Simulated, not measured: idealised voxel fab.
The name of this process module is voxel trench capacitor.
Each square cell in cross-section cut measures 5 nm, and the section as a whole is 140 nm wide.
Think of the cross-section as a grid of square cells. We describe it in bands, top to bottom, and each band covers one or more rows of those cells.
It is stipulated that each band's entry specify, in nanometres, the height of the top of the band and then that of its bottom, followed by the materials of the band in left-to-right sequence, each together with its width in nanometres. A single material marked by the word "edge to edge" is understood to fill the band from edge to edge; the word "air" is understood to denote empty space.
Counting heights begins at 0, where everything beneath is, in the wafer as received, one material. The lowest band has no bottom; it goes on downwards, as "0 and below" shows.
The width entry "30->40" should be interpreted row by row: the top row of cells in the band takes the first number, the bottom row takes the second number, and the change between adjacent rows is uniform throughout.
Basically "remained the same" means that step didn't change any cell in the cross-section.
Closed-off voids of 8+ cells (no open route to the top) go in "Voids, fully enclosed", written width x height at distance from the left edge, in nm.
Past the settings on a step's line: simulator remark, on that step.
"overlay nm" denotes, for a step that has a mask, the displacement of the mask to the right of its planned place, with negative values corresponding to the left.

Process steps foreseen in the plan:
1) RECEIVE, material Si
2) CONFORMAL_DEP, material SiN, thk nm 10
3) PATTERN, tone open, mask id TRENCH, material resist, width nm 20, pitch nm 40, thk nm 15, overlay nm 0
4) DIRECTIONAL_ETCH, etch materials SiN, depth nm 10
5) DIRECTIONAL_ETCH, etch materials Si, depth nm 25
6) STRIP, etch materials resist
7) CONFORMAL_DEP, material SiO2, thk nm 5
8) FILL_DEP, material polySi, thk nm 10
9) CMP, height nm 10

Of two wafers, the first: run according to plan:

As received, after step 1:
* 0 and below: Si edge to edge
* Voids, fully enclosed: none

Upon completion of step 2, the wafer appears in cross-section as shown:
* 10 down to 0: SiN edge to edge
* All layers under 0 are left as they were.

Upon completion of step 3, the wafer appears in cross-section as shown:
* 25 down to 10: resist 40; air 20; resist 20; air 20; resist 40
* All layers under 10 are left as they were.

Upon completion of step 4, the wafer appears in cross-section as shown:
* 25 down to 10: resist 40; air 20; resist 20; air 20; resist 40
* 10 down to 0: SiN 40; air 20; SiN 20; air 20; SiN 40
* All layers under 0 are left as they were.

Upon completion of step 5, the wafer appears in cross-section as shown:
* 25 down to 10: resist 40; air 20; resist 20; air 20; resist 40
* 10 down to 0: SiN 40; air 20; SiN 20; air 20; SiN 40
* 0 down to -25: Si 40; air 20; Si 20; air 20; Si 40
* All layers under -25 are left as they were.

Upon completion of step 6, the wafer appears in cross-section as shown:
* 10 down to 0: SiN 40; air 20; SiN 20; air 20; SiN 40
* All layers under 0 are left as they were.

Upon completion of step 7, the wafer appears in cross-section as shown:
* 15 down to 10: SiO2 45; air 10; SiO2 30; air 10; SiO2 45
* 10 down to 0: SiN 40; SiO2 5; air 10; SiO2 5; SiN 20; SiO2 5; air 10; SiO2 5; SiN 40
* 0 down to -20: Si 40; SiO2 5; air 10; SiO2 5; Si 20; SiO2 5; air 10; SiO2 5; Si 40
* -20 down to -25: Si 40; SiO2 20; Si 20; SiO2 20; Si 40
* All layers under -25 are left as they were.

Upon completion of step 8, the wafer appears in cross-section as shown:
* 25 down to 15: polySi edge to edge
* 15 down to 10: SiO2 45; polySi 10; SiO2 30; polySi 10; SiO2 45
* 10 down to 0: SiN 40; SiO2 5; polySi 10; SiO2 5; SiN 20; SiO2 5; polySi 10; SiO2 5; SiN 40
* 0 down to -20: Si 40; SiO2 5; polySi 10; SiO2 5; Si 20; SiO2 5; polySi 10; SiO2 5; Si 40
* All layers under -20 are left as they were.

Upon completion of step 9, the wafer appears in cross-section as shown:
* 10 down to 0: SiN 40; SiO2 5; polySi 10; SiO2 5; SiN 20; SiO2 5; polySi 10; SiO2 5; SiN 40
* All layers under 0 are left as they were.

Companion wafer, the second of two: same beginning, same intended sequence, one mistake in carrying it out; through step 2 inclusive it tracks the first exactly:

At the planned end of step 3, the second wafer in cross-section:
* 25 down to 10: air 40; resist 20; air 20; resist 20; air 40
* All layers under 10 are left as they were.

At the planned end of step 4, the second wafer in cross-section:
* 25 down to 10: air 40; resist 20; air 20; resist 20; air 40
* 10 down to 0: air 40; SiN 20; air 20; SiN 20; air 40
* All layers under 0 are left as they were.

At the planned end of step 5, the second wafer in cross-section:
* 25 down to 10: air 40; resist 20; air 20; resist 20; air 40
* 10 down to 0: air 40; SiN 20; air 20; SiN 20; air 40
* 0 down to -25: air 40; Si 20; air 20; Si 20; air 40
* All layers under -25 are left as they were.

At the planned end of step 6, the second wafer in cross-section:
* 10 down to 0: air 40; SiN 20; air 20; SiN 20; air 40
* All layers under 0 are left as they were.

At the planned end of step 7, the second wafer in cross-section:
* 15 down to 10: air 35; SiO2 30; air 10; SiO2 30; air 35
* 10 down to 0: air 35; SiO2 5; SiN 20; SiO2 5; air 10; SiO2 5; SiN 20; SiO2 5; air 35
* 0 down to -20: air 35; SiO2 5; Si 20; SiO2 5; air 10; SiO2 5; Si 20; SiO2 5; air 35
* -20 down to -25: SiO2 40; Si 20; SiO2 20; Si 20; SiO2 40
* All layers under -25 are left as they were.

At the planned end of step 8, the second wafer in cross-section:
* 25 down to 15: polySi edge to edge
* 15 down to 10: polySi 35; SiO2 30; polySi 10; SiO2 30; polySi 35
* 10 down to 0: polySi 35; SiO2 5; SiN 20; SiO2 5; polySi 10; SiO2 5; SiN 20; SiO2 5; polySi 35
* 0 down to -20: polySi 35; SiO2 5; Si 20; SiO2 5; polySi 10; SiO2 5; Si 20; SiO2 5; polySi 35
* All layers under -20 are left as they were.

At the planned end of step 9, the second wafer in cross-section:
* 10 down to 0: polySi 35; SiO2 5; SiN 20; SiO2 5; polySi 10; SiO2 5; SiN 20; SiO2 5; polySi 35
* All layers under 0 are left as they were.
The plan and the run diverged here: it should be noted that step 3 was executed with settings other than those planned, the operation and settings actually applied being PATTERN, tone cover, mask id TRENCH, material resist, width nm 20, pitch nm 40, thk nm 15, overlay nm 0
Looking at both finished wafers in cells, the second ends up ahead of or behind the first on some materials: 60 fewer of Si | 24 fewer of SiN | 12 more of SiO2 | 72 more of polySi
